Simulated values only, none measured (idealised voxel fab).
Process module name: voxel transistor to metal
It is cross-section cut that appears here, measuring 160 nm in width, its square cells being 5 nm in size.
In what follows, cross-sections appear as grids of square cells, described through bands that run from the top down, where every band is one or more rows of cells.
Top, bottom (nm), then materials left to right with widths (nm); lone material tagged "everywhere" fills the whole band edge to edge; "air" = empty space.
We count height from 0. Below that, the starting wafer is all one material. The lowest band never ends at the bottom but goes on down; see "0 and below" for how that is written.
Width spec "30..40" -> top row of cells at first value, bottom row at second value, equal per-row change in between.
"nothing altered", as given for a step, is the statement that not any cell of the cross-section underwent a change during that step.
"Enclosed void list" specifies each empty space that is not open to the top and that occupies no fewer than 8 cells, using the form width x height at distance, the distance measured from the left edge and all three quantities in nm.
Formally, on a step line, whatever follows the settings is a remark that the simulator itself makes on the step.
overlay nm: mask right of planned place by this much (step with mask). Neg. = left.
So here's the lineup of process steps we planned:
1,RECEIVE,material Si
2,OXIDIZE,depth nm 5
3,CONFORMAL_DEP,material SiN,thk nm 15
4,DIRECTIONAL_DEP,material aC,thk nm 10
5,PATTERN,tone cover,mask id ACTIVE,material resist,width nm 125,thk nm 25,overlay nm 0
6,DIRECTIONAL_ETCH,etch materials aC,depth nm 10
7,STRIP,etch materials resist
8,DIRECTIONAL_ETCH,etch materials SiN,depth nm 15
9,DIRECTIONAL_ETCH,etch materials SiO2,depth nm 5
10,DIRECTIONAL_ETCH,etch materials Si,depth nm 20
11,STRIP,etch materials aC
12,FILL_DEP,material SiO2,thk nm 5
13,CMP,height nm 15
14,SELECTIVE_ETCH,etch materials SiO2,depth nm 15
15,STRIP,etch materials SiN
16,SELECTIVE_ETCH,etch materials SiO2,depth nm 5
17,OXIDIZE,depth nm 5
18,DIRECTIONAL_DEP,material polySi,thk nm 25
19,DIRECTIONAL_DEP,material SiCN,thk nm 15
20,MASKED_ETCH,tone cover,mask id GATE,width nm 35,etch materials SiCN,depth nm 25,overlay nm 0
21,MASKED_ETCH,tone cover,mask id GATE,width nm 35,etch materials polySi,depth nm 35,overlay nm 0
22,CONFORMAL_DEP,material SiN,thk nm 5
23,DIRECTIONAL_ETCH,etch materials SiN,depth nm 5
24,DIRECTIONAL_ETCH,etch materials SiO2,depth nm 5
25,DIRECTIONAL_ETCH,etch materials Si,depth nm 15
26,EPI,material pSi,thk nm 20
27,FILL_DEP,material SiO2,thk nm 10
28,CMP,height nm 20
29,STRIP,etch materials polySi
30,SELECTIVE_ETCH,etch materials SiO2,depth nm 5
31,CONFORMAL_DEP,material HfO2,thk nm 5
32,CONFORMAL_DEP,material TiN,thk nm 5
33,FILL_DEP,material W,thk nm 5
34,CMP,height nm 15
35,DIRECTIONAL_DEP,material SiO2,thk nm 10
36,DIRECTIONAL_DEP,material aC,thk nm 10
37,PATTERN,tone open,mask id CONTACT,material resist,width nm 20,pitch nm 95,thk nm 25,overlay nm 0
38,DIRECTIONAL_ETCH,etch materials aC,depth nm 10
39,STRIP,etch materials resist
40,DIRECTIONAL_ETCH,etch materials SiO2,depth nm 30
41,STRIP,etch materials aC
42,CONFORMAL_DEP,material TiN,thk nm 5
43,FILL_DEP,material Ru,thk nm 5
44,CMP,height nm 25
45,DIRECTIONAL_DEP,material TiN,thk nm 5
46,DIRECTIONAL_DEP,material W,thk nm 20
47,MASKED_ETCH,tone cover,mask id METAL_1,width nm 20,pitch nm 95,etch materials W,depth nm 20,overlay nm 0
48,MASKED_ETCH,tone cover,mask id METAL_1,width nm 20,pitch nm 95,etch materials TiN,depth nm 5,overlay nm -5
49,CONFORMAL_DEP,material SiCN,thk nm 5
50,FILL_DEP,material lowk,thk nm 10
51,CMP,height nm 50
52,CONFORMAL_DEP,material SiN,thk nm 5
Be aware that, although all wafers share a common starting state, the overlay nm at step 48 differs among them, and the plan displays the first wafer's value.
After step 1, as received: first of several wafers, cross-section:
* 0 and below = Si everywhere
* Enclosed void list: none
So in this table every wafer gets its own row, and what you see is where it stands at the end of the module: for each material, how many cells it picked up (+) or gave up (-) since we received it, and after that its closed voids:
overlay nm -5 | +17 HfO2 | +14 Ru | -133 Si | +40 SiCN | +40 SiN | +116 SiO2 | +49 TiN | +41 W | +78 lowk | +90 pSi | Enclosed void list: none
overlay nm 0 | +17 HfO2 | +14 Ru | -133 Si | +40 SiCN | +40 SiN | +116 SiO2 | +47 TiN | +41 W | +80 lowk | +90 pSi | Enclosed void list: none
overlay nm 5 | +17 HfO2 | +14 Ru | -133 Si | +40 SiCN | +40 SiN | +116 SiO2 | +49 TiN | +41 W | +78 lowk | +90 pSi | Enclosed void list: none
overlay nm 10 | +17 HfO2 | +14 Ru | -133 Si | +40 SiCN | +40 SiN | +116 SiO2 | +51 TiN | +41 W | +76 lowk | +90 pSi | Enclosed void list: none
